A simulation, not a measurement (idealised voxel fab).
Process module in this document: voxel wiring stack
Cross-section cut: width 215 nm, square cells of 5 nm.
If you're reading a cross-section in this doc, picture square cells in a grid; it comes to you as bands, top ones listed first down to the bottom, and a band can be one or more rows of cells.
The band entry comprises the height of the band's top followed by the height of its bottom, expressed in nm, and subsequently the band's materials from left to right, each stated together with its width in nm. Where a single material is marked with the word "everywhere", that material fills the band from edge to edge. The word "empty" represents empty space.
For the purposes of this specification, 0 denotes the height below which the wafer in its as-received condition is composed wholly of one material, and the lowermost band, lacking a lower limit, extends downward without end, as expressed in "z 0 and below".
The notation "30..40" denotes a width that varies across the rows of cells in the band, beginning at the first number in the top row, finishing at the second number in the bottom row, and changing by an identical amount from each row to the next.
"remained unchanged" means the step left every cell of the cross-section as it was.
Voids not open to the top, 8 cells minimum: see "Voids, sealed". Written width x height at distance; distance is from the left edge; nm.
Read whatever lies past the settings on a step's line as the simulator's own remark about the step.
Among the settings permitted on a step's line is "overlay nm"; applied to a step with a mask, it specifies the extent to which the mask lay to the right of its planned position, whereas a negative figure signifies a position to the left.

-- Here's what the planned process steps look like
step 1: RECEIVE (material Si)
step 2: CONFORMAL_DEP (material SiO2; thk nm 10)
step 3: DIRECTIONAL_DEP (material TiN; thk nm 5)
step 4: DIRECTIONAL_DEP (material Ru; thk nm 15)
step 5: MASKED_ETCH (tone cover; mask id METAL_1; width nm 25; pitch nm 50; etch materials Ru; depth nm 15; overlay nm 0)
step 6: MASKED_ETCH (tone cover; mask id METAL_1; width nm 25; pitch nm 50; etch materials TiN; depth nm 5; overlay nm 0)
step 7: FILL_DEP (material lowk; thk nm 5)
step 8: CMP (height nm 30)
step 9: CONFORMAL_DEP (material SiCN; thk nm 5)
step 10: DIRECTIONAL_DEP (material SiO2; thk nm 15)
step 11: PATTERN (tone open; mask id PLUG_1; material resist; width nm 15; thk nm 15; overlay nm 0)
step 12: DIRECTIONAL_ETCH (etch materials SiO2; depth nm 15)
step 13: DIRECTIONAL_ETCH (etch materials SiCN; depth nm 5)
step 14: STRIP (etch materials resist)
step 15: EPI (material Ru; thk nm 10)
step 16: EPI (material Ru; thk nm 10)
step 17: DIRECTIONAL_DEP (material TiN; thk nm 5)
step 18: DIRECTIONAL_DEP (material Ru; thk nm 20)
step 19: DIRECTIONAL_DEP (material aC; thk nm 15)
step 20: PATTERN (tone cover; mask id METAL_2; material resist; width nm 25; pitch nm 50; thk nm 35; overlay nm 0)
step 21: DIRECTIONAL_ETCH (etch materials aC; depth nm 15)
step 22: STRIP (etch materials resist)
step 23: DIRECTIONAL_ETCH (etch materials Ru; depth nm 20)
step 24: DIRECTIONAL_ETCH (etch materials TiN; depth nm 5)
step 25: STRIP (etch materials aC)
step 26: CONFORMAL_DEP (material SiN; thk nm 5)
step 27: FILL_DEP (material SiO2; thk nm 5)
step 28: CMP (height nm 75)
step 29: CONFORMAL_DEP (material SiCN; thk nm 5)
step 30: DIRECTIONAL_DEP (material lowk; thk nm 10)
step 31: MASKED_ETCH (tone open; mask id PLUG_2; width nm 15; pitch nm 50; etch materials lowk; depth nm 10; overlay nm 0)
step 32: MASKED_ETCH (tone open; mask id PLUG_2; width nm 15; pitch nm 50; etch materials SiCN; depth nm 5; overlay nm 0)
step 33: CONFORMAL_DEP (material TiN; thk nm 5)
step 34: FILL_DEP (material Ru; thk nm 10)
step 35: CMP (height nm 90)
step 36: CONFORMAL_DEP (material SiCN; thk nm 5)
step 37: DIRECTIONAL_DEP (material SiO2; thk nm 20)
step 38: PATTERN (tone open; mask id METAL_3; material resist; width nm 25; pitch nm 50; thk nm 15; overlay nm 0)
step 39: DIRECTIONAL_ETCH (etch materials SiO2; depth nm 20)
step 40: DIRECTIONAL_ETCH (etch materials SiCN; depth nm 5)
step 41: STRIP (etch materials resist)
step 42: CONFORMAL_DEP (material TiN; thk nm 5)
step 43: FILL_DEP (material W; thk nm 10)
step 44: CMP (height nm 115)
step 45: EPI (material Ru; thk nm 5)
step 46: FILL_DEP (material SiCN; thk nm 5)
step 47: DIRECTIONAL_DEP (material lowk; thk nm 30)
step 48: DIRECTIONAL_DEP (material aC; thk nm 10)
step 49: PATTERN (tone open; mask id METAL_4_HOLES; material resist; width nm 15; thk nm 30; overlay nm 0)
step 50: DIRECTIONAL_ETCH (etch materials aC; depth nm 10)
step 51: STRIP (etch materials resist)
step 52: DIRECTIONAL_ETCH (etch materials lowk; depth nm 30)
step 53: STRIP (etch materials aC)
step 54: DIRECTIONAL_DEP (material aC; thk nm 10)
step 55: PATTERN (tone open; mask id METAL_4; material resist; width nm 25; pitch nm 50; thk nm 25; overlay nm 0)
step 56: DIRECTIONAL_ETCH (etch materials aC; depth nm 10)
step 57: STRIP (etch materials resist)
step 58: DIRECTIONAL_ETCH (etch materials lowk; depth nm 15)
step 59: DIRECTIONAL_ETCH (etch materials SiCN; depth nm 5)
step 60: STRIP (etch materials aC)
step 61: CONFORMAL_DEP (material TiN; thk nm 5)
step 62: FILL_DEP (material Cu; thk nm 5)
step 63: CMP (height nm 155)
step 64: CONFORMAL_DEP (material SiN; thk nm 5)

-- Delivered wafer in cross-section: state after step 1
- z 0 and below  Si everywhere
- Voids, sealed: none

-- As-planned run: cross-section of the first of two wafers at end of module
- z 160 to 155  SiN everywhere
- z 155 to 145  lowk 70  TiN 5  Cu 15  TiN 5  lowk 25  TiN 5  Cu 15  TiN 5  lowk 70
- z 145 to 140  lowk 70  TiN 5  Cu 5  TiN 15  lowk 25  TiN 25  lowk 70
- z 140 to 125  lowk 70  TiN 5  Cu 5  TiN 5  lowk 130
- z 125 to 120  SiCN 70  TiN 15  SiCN 130
- z 120 to 115  SiCN 65  Ru 35  SiCN 15  Ru 35  SiCN 65
- z 115 to 95  SiO2 70  TiN 5  W 15  TiN 5  SiO2 25  TiN 5  W 15  TiN 5  SiO2 70
- z 95 to 90  SiCN 70  TiN 25  SiCN 25  TiN 25  SiCN 70
- z 90 to 80  lowk 70  TiN 5  Ru 5  TiN 5  lowk 35  TiN 5  Ru 5  TiN 5  lowk 80
- z 80 to 75  SiCN 70  TiN 15  SiCN 35  TiN 15  SiCN 80
- z 75 to 55  SiO2 65  SiN 5  Ru 25  SiN 5  SiO2 15  SiN 5  Ru 25  SiN 5  SiO2 65
- z 55 to 50  SiN 70  TiN 25  SiN 25  TiN 25  SiN 70
- z 50 to 35  SiO2 70  Ru 15  SiO2 130
- z 35 to 30  SiCN 70  Ru 15  SiCN 130
- z 30 to 15  lowk 70  Ru 25  lowk 25  Ru 25  lowk 70
- z 15 to 10  lowk 70  TiN 25  lowk 25  TiN 25  lowk 70
- z 10 to 0  SiO2 everywhere
- z 0 and below  Si everywhere
- Voids, sealed: none

-- Cross-section, wafer two of two, end of module: same start and plan as wafer one, one error in execution
- z 160 to 155  SiN everywhere
- z 155 to 145  lowk 70  TiN 5  Cu 20  TiN 5  lowk 25  TiN 5  Cu 15  TiN 5  lowk 65
- z 145 to 140  lowk 70  TiN 5  Cu 5  TiN 20  lowk 25  TiN 25  lowk 65
- z 140 to 130  lowk 70  TiN 5  Cu 5  TiN 5  lowk 130
- z 130 to 125  lowk 70  TiN 15  lowk 130
- z 125 to 120  SiCN 75  TiN 10  SiCN 130
- z 120 to 115  SiCN 65  Ru 35  SiCN 15  Ru 35  SiCN 65
- z 115 to 95  SiO2 70  TiN 5  W 15  TiN 5  SiO2 25  TiN 5  W 15  TiN 5  SiO2 70
- z 95 to 90  SiCN 70  TiN 25  SiCN 25  TiN 25  SiCN 70
- z 90 to 80  lowk 70  TiN 5  Ru 5  TiN 5  lowk 35  TiN 5  Ru 5  TiN 5  lowk 80
- z 80 to 75  SiCN 70  TiN 15  SiCN 35  TiN 15  SiCN 80
- z 75 to 55  SiO2 65  SiN 5  Ru 25  SiN 5  SiO2 15  SiN 5  Ru 25  SiN 5  SiO2 65
- z 55 to 50  SiN 70  TiN 25  SiN 25  TiN 25  SiN 70
- z 50 to 35  SiO2 70  Ru 15  SiO2 130
- z 35 to 30  SiCN 70  Ru 15  SiCN 130
- z 30 to 15  lowk 70  Ru 25  lowk 25  Ru 25  lowk 70
- z 15 to 10  lowk 70  TiN 25  lowk 25  TiN 25  lowk 70
- z 10 to 0  SiO2 everywhere
- z 0 and below  Si everywhere
- Voids, sealed: none
What went wrong in running the wafer? step 55 ran differently from the plan; actual operation with settings: PATTERN (tone open; mask id METAL_4; material resist; width nm 25; pitch nm 50; thk nm 25; overlay nm 5)
Wafer comparison, final, in cells, second relative to first, materials more or fewer: Cu: 1 more | SiCN: 1 more | TiN: 1 more | lowk: 3 fewer
